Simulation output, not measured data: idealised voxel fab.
Process module under the name voxel ribs on slabs
cross-section cut | 260 nm wide | cells 5 nm
Cross-section, as written here: a square-cell grid given band by band from the top down, where a band holds one or more rows of cells.
For a band, the entry starts with two heights in nm, that of the top and then that of the bottom, and carries on with the band's materials in order from left to right, each alongside its width in nm; the word "throughout" beside a single material means it fills the band edge to edge, and "empty" means empty space.
Convention: height 0 is the level below which the wafer, as received, is all one material. The lowest band does not terminate at the bottom but continues downward, represented as "0 down".
So if you see something like "30 to 40" for the width, read it as the top row of the band sitting at the first number and the bottom row at the second, with every row in between moving by the same amount as the last.
"remained unchanged" after a step means that no cell of the cross-section changed.
Voids not open to the top, 8 cells minimum: see "Enclosed empty spaces". Written width x height at distance; distance is from the left edge; nm.
Whatever follows a step's settings on its line is a remark the simulator itself makes about that step.
On any step carrying a mask, the "overlay nm" setting, if present on the step's line, tells how far right of its planned place the mask lay; negative values point to the left.
### So here's the lineup of process steps we planned
step 1: RECEIVE: material Si
step 2: DIRECTIONAL_DEP: material SiO2, thk nm 20
step 3: DIRECTIONAL_DEP: material polySi, thk nm 25
step 4: MASKED_ETCH: tone cover, mask id RIB, width nm 20, etch materials polySi, depth nm 20, overlay nm 0
step 5: DIRECTIONAL_DEP: material aC, thk nm 15
step 6: PATTERN: tone cover, mask id SLAB, material resist, width nm 60, thk nm 35, overlay nm 0
step 7: DIRECTIONAL_ETCH: etch materials aC, depth nm 15
step 8: STRIP: etch materials resist
step 9: DIRECTIONAL_ETCH: etch materials polySi, depth nm 5
step 10: STRIP: etch materials aC
step 11: FILL_DEP: material SiO2, thk nm 15
step 12: CMP: height nm 55
step 13: DIRECTIONAL_DEP: material TiN, thk nm 5
step 14: DIRECTIONAL_DEP: material aC, thk nm 10
step 15: PATTERN: tone cover, mask id HEATER, material resist, width nm 30, thk nm 30, overlay nm 0
step 16: DIRECTIONAL_ETCH: etch materials aC, depth nm 10
step 17: STRIP: etch materials resist
step 18: DIRECTIONAL_ETCH: etch materials TiN, depth nm 5
step 19: STRIP: etch materials aC
step 20: CONFORMAL_DEP: material SiN, thk nm 10
### Shown in cross-section is the wafer as received, that is, as it stands after step 1
* 0 down: Si throughout
* Enclosed empty spaces: none
### This is how the wafer looks in cross-section once the module is done, given the starting state and plan above and one mistake in carrying the plan out
* 70 to 65: empty=105  SiN=50  empty=105
* 65 to 60: SiN throughout
* 60 to 55: SiN=115  TiN=30  SiN=115
* 55 to 25: SiO2 throughout
* 25 to 0: polySi throughout
* 0 down: Si throughout
* Enclosed empty spaces: none
Misprocessing identified: swap of plan steps 2 and 3 during execution
